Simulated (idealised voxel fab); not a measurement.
The following is a process module called voxel quadruple lines.
Shown is cross-section cut, with a width of 270 nm and square cells of size 5 nm.
Format of a cross-section: grid, square cells. Given as bands. Order: top down. Band: one or more rows of cells. For a band, the entry starts with two heights in nm, that of the top and then that of the bottom, and carries on with the band's materials in order from left to right, each alongside its width in nm; the word "edge to edge" beside a single material means it fills the band edge to edge, and "blank" means empty space. Counting heights begins at 0, where everything beneath is, in the wafer as received, one material. The lowest band has no bottom; it goes on downwards, as "from 0 down" shows. A width given as "30 to 40" starts at the first number in the band's top row and ends at the second number in its bottom row, shifting by an equal amount at every step from row to row. The cross-section has no changed cell in any step marked "no alterations made". Closed empty spaces (no open way to the top) of 8 cells or more are what "Completely sealed voids" lists, each as width x height at distance from the left edge, nm for all three. Where a step's line continues beyond its settings, the continuation is a remark by the simulator itself on that step. The optional step-line setting "overlay nm" applies to steps with a mask and quantifies how far to the right of its planned location the mask lay, a negative value indicating leftward placement.

## Planned process steps
1 RECEIVE (material Si)
2 CONFORMAL_DEP (material SiO2; thk nm 10)
3 DIRECTIONAL_DEP (material TiN; thk nm 10)
4 DIRECTIONAL_DEP (material polySi; thk nm 15)
5 DIRECTIONAL_DEP (material aC; thk nm 20)
6 PATTERN (tone cover; mask id MANDREL; material resist; width nm 35; thk nm 30; overlay nm 0)
7 DIRECTIONAL_ETCH (etch materials aC; depth nm 20)
8 STRIP (etch materials resist)
9 CONFORMAL_DEP (material SiO2; thk nm 15)
10 DIRECTIONAL_ETCH (etch materials SiO2; depth nm 15)
11 STRIP (etch materials aC)
12 DIRECTIONAL_ETCH (etch materials polySi; depth nm 15)
13 STRIP (etch materials SiO2)
14 CONFORMAL_DEP (material SiN; thk nm 10)
15 DIRECTIONAL_ETCH (etch materials SiN; depth nm 10)
16 STRIP (etch materials polySi)
17 DIRECTIONAL_ETCH (etch materials TiN; depth nm 10)
18 STRIP (etch materials SiN)
19 FILL_DEP (material SiO2; thk nm 5)
20 CMP (height nm 20)

## On the first of the two wafers: run conducted according to plan

## This is the cross-section of the wafer as we received it, i.e. after step 1
	from 0 down  Si edge to edge
	Completely sealed voids: none

## The wafer, seen in cross-section, after step 2
	from 10 to 0  SiO2 edge to edge
	Everything below 0 is unchanged.

## The wafer, seen in cross-section, after step 3
	from 20 to 10  TiN edge to edge
	Everything below 10 is unchanged.

## The wafer, seen in cross-section, after step 4
	from 35 to 20  polySi edge to edge
	Everything below 20 is unchanged.

## The wafer, seen in cross-section, after step 5
	from 55 to 35  aC edge to edge
	Everything below 35 is unchanged.

## The wafer, seen in cross-section, after step 6
	from 85 to 55  115 nm blank; 35 nm resist; 120 nm blank
	Everything below 55 is unchanged.

## The wafer, seen in cross-section, after step 7
	from 65 to 55  115 nm blank; 35 nm resist; 120 nm blank
	from 55 to 35  115 nm blank; 35 nm aC; 120 nm blank
	Everything below 35 is unchanged.

## The wafer, seen in cross-section, after step 8
	from 55 to 35  115 nm blank; 35 nm aC; 120 nm blank
	Everything below 35 is unchanged.

## The wafer, seen in cross-section, after step 9
	from 70 to 55  100 nm blank; 65 nm SiO2; 105 nm blank
	from 55 to 50  100 nm blank; 15 nm SiO2; 35 nm aC; 15 nm SiO2; 105 nm blank
	from 50 to 35  115 nm SiO2; 35 nm aC; 120 nm SiO2
	Everything below 35 is unchanged.

## The wafer, seen in cross-section, after step 10
	from 55 to 35  100 nm blank; 15 nm SiO2; 35 nm aC; 15 nm SiO2; 105 nm blank
	Everything below 35 is unchanged.

## The wafer, seen in cross-section, after step 11
	from 55 to 35  100 nm blank; 15 nm SiO2; 35 nm blank; 15 nm SiO2; 105 nm blank
	Everything below 35 is unchanged.

## The wafer, seen in cross-section, after step 12
	from 55 to 35  100 nm blank; 15 nm SiO2; 35 nm blank; 15 nm SiO2; 105 nm blank
	from 35 to 20  100 nm blank; 15 nm polySi; 35 nm blank; 15 nm polySi; 105 nm blank
	Everything below 20 is unchanged.

## The wafer, seen in cross-section, after step 13
	from 35 to 20  100 nm blank; 15 nm polySi; 35 nm blank; 15 nm polySi; 105 nm blank
	Everything below 20 is unchanged.

## The wafer, seen in cross-section, after step 14
	from 45 to 35  90 nm blank; 35 nm SiN; 15 nm blank; 35 nm SiN; 95 nm blank
	from 35 to 30  90 nm blank; 10 nm SiN; 15 nm polySi; 10 nm SiN; 15 nm blank; 10 nm SiN; 15 nm polySi; 10 nm SiN; 95 nm blank
	from 30 to 20  100 nm SiN; 15 nm polySi; 35 nm SiN; 15 nm polySi; 105 nm SiN
	Everything below 20 is unchanged.

## The wafer, seen in cross-section, after step 15
	from 35 to 20  90 nm blank; 10 nm SiN; 15 nm polySi; 10 nm SiN; 15 nm blank; 10 nm SiN; 15 nm polySi; 10 nm SiN; 95 nm blank
	Everything below 20 is unchanged.

## The wafer, seen in cross-section, after step 16
	from 35 to 20  90 nm blank; 10 nm SiN; 15 nm blank; 10 nm SiN; 15 nm blank; 10 nm SiN; 15 nm blank; 10 nm SiN; 95 nm blank
	Everything below 20 is unchanged.

## The wafer, seen in cross-section, after step 17
	from 35 to 20  90 nm blank; 10 nm SiN; 15 nm blank; 10 nm SiN; 15 nm blank; 10 nm SiN; 15 nm blank; 10 nm SiN; 95 nm blank
	from 20 to 10  90 nm blank; 10 nm TiN; 15 nm blank; 10 nm TiN; 15 nm blank; 10 nm TiN; 15 nm blank; 10 nm TiN; 95 nm blank
	Everything below 10 is unchanged.

## The wafer, seen in cross-section, after step 18
	from 20 to 10  90 nm blank; 10 nm TiN; 15 nm blank; 10 nm TiN; 15 nm blank; 10 nm TiN; 15 nm blank; 10 nm TiN; 95 nm blank
	Everything below 10 is unchanged.

## The wafer, seen in cross-section, after step 19
	from 25 to 20  SiO2 edge to edge
	from 20 to 10  90 nm SiO2; 10 nm TiN; 15 nm SiO2; 10 nm TiN; 15 nm SiO2; 10 nm TiN; 15 nm SiO2; 10 nm TiN; 95 nm SiO2
	Everything below 10 is unchanged.

## The wafer, seen in cross-section, after step 20
	from 20 to 10  90 nm SiO2; 10 nm TiN; 15 nm SiO2; 10 nm TiN; 15 nm SiO2; 10 nm TiN; 15 nm SiO2; 10 nm TiN; 95 nm SiO2
	Everything below 10 is unchanged.

## The second wafer: identical to the first at the outset and in its planned sequence, differing only in that one mistake was made during processing; up to and including step 2, its path is the first wafer's path

## Cross-section of the second wafer at the time by which step 3 should have been completed according to the plan
	from 25 to 10  polySi edge to edge
	Everything below 10 is unchanged.

## Cross-section of the second wafer at the time by which step 4 should have been completed according to the plan
	from 35 to 25  TiN edge to edge
	Everything below 25 is unchanged.

## Cross-section of the second wafer at the time by which step 5 should have been completed according to the plan
	from 55 to 35  aC edge to edge
	Everything below 35 is unchanged.

## Cross-section of the second wafer at the time by which step 6 should have been completed according to the plan
	from 85 to 55  115 nm blank; 35 nm resist; 120 nm blank
	Everything below 55 is unchanged.

## Cross-section of the second wafer at the time by which step 7 should have been completed according to the plan
	from 65 to 55  115 nm blank; 35 nm resist; 120 nm blank
	from 55 to 35  115 nm blank; 35 nm aC; 120 nm blank
	Everything below 35 is unchanged.

## Cross-section of the second wafer at the time by which step 8 should have been completed according to the plan
	from 55 to 35  115 nm blank; 35 nm aC; 120 nm blank
	Everything below 35 is unchanged.

## Cross-section of the second wafer at the time by which step 9 should have been completed according to the plan
	from 70 to 55  100 nm blank; 65 nm SiO2; 105 nm blank
	from 55 to 50  100 nm blank; 15 nm SiO2; 35 nm aC; 15 nm SiO2; 105 nm blank
	from 50 to 35  115 nm SiO2; 35 nm aC; 120 nm SiO2
	Everything below 35 is unchanged.

## Cross-section of the second wafer at the time by which step 10 should have been completed according to the plan
	from 55 to 35  100 nm blank; 15 nm SiO2; 35 nm aC; 15 nm SiO2; 105 nm blank
	Everything below 35 is unchanged.

## Cross-section of the second wafer at the time by which step 11 should have been completed according to the plan
	from 55 to 35  100 nm blank; 15 nm SiO2; 35 nm blank; 15 nm SiO2; 105 nm blank
	Everything below 35 is unchanged.

Cross-section of the second wafer at the time by which step 12 should have been completed according to the plan: no alterations made

## Cross-section of the second wafer at the time by which step 13 should have been completed according to the plan
	from 35 to 25  TiN edge to edge
	Everything below 25 is unchanged.

## Cross-section of the second wafer at the time by which step 14 should have been completed according to the plan
	from 45 to 35  SiN edge to edge
	Everything below 35 is unchanged.

## Cross-section of the second wafer at the time by which step 15 should have been completed according to the plan
	from 35 to 25  TiN edge to edge
	Everything below 25 is unchanged.

Cross-section of the second wafer at the time by which step 16 should have been completed according to the plan: no alterations made

## Cross-section of the second wafer at the time by which step 17 should have been completed according to the plan
	from 25 to 10  polySi edge to edge
	Everything below 10 is unchanged.

Cross-section of the second wafer at the time by which step 18 should have been completed according to the plan: no alterations made

## Cross-section of the second wafer at the time by which step 19 should have been completed according to the plan
	from 30 to 25  SiO2 edge to edge
	Everything below 25 is unchanged.

## Cross-section of the second wafer at the time by which step 20 should have been completed according to the plan
	from 20 to 10  polySi edge to edge
	Everything below 10 is unchanged.
Deviation noted in wafer processing: transposition of steps 3 and 4 relative to the planned sequence
Cell-count delta at end, second wafer over first, by material: 92 fewer of SiO2 | 16 fewer of TiN | 108 more of polySi
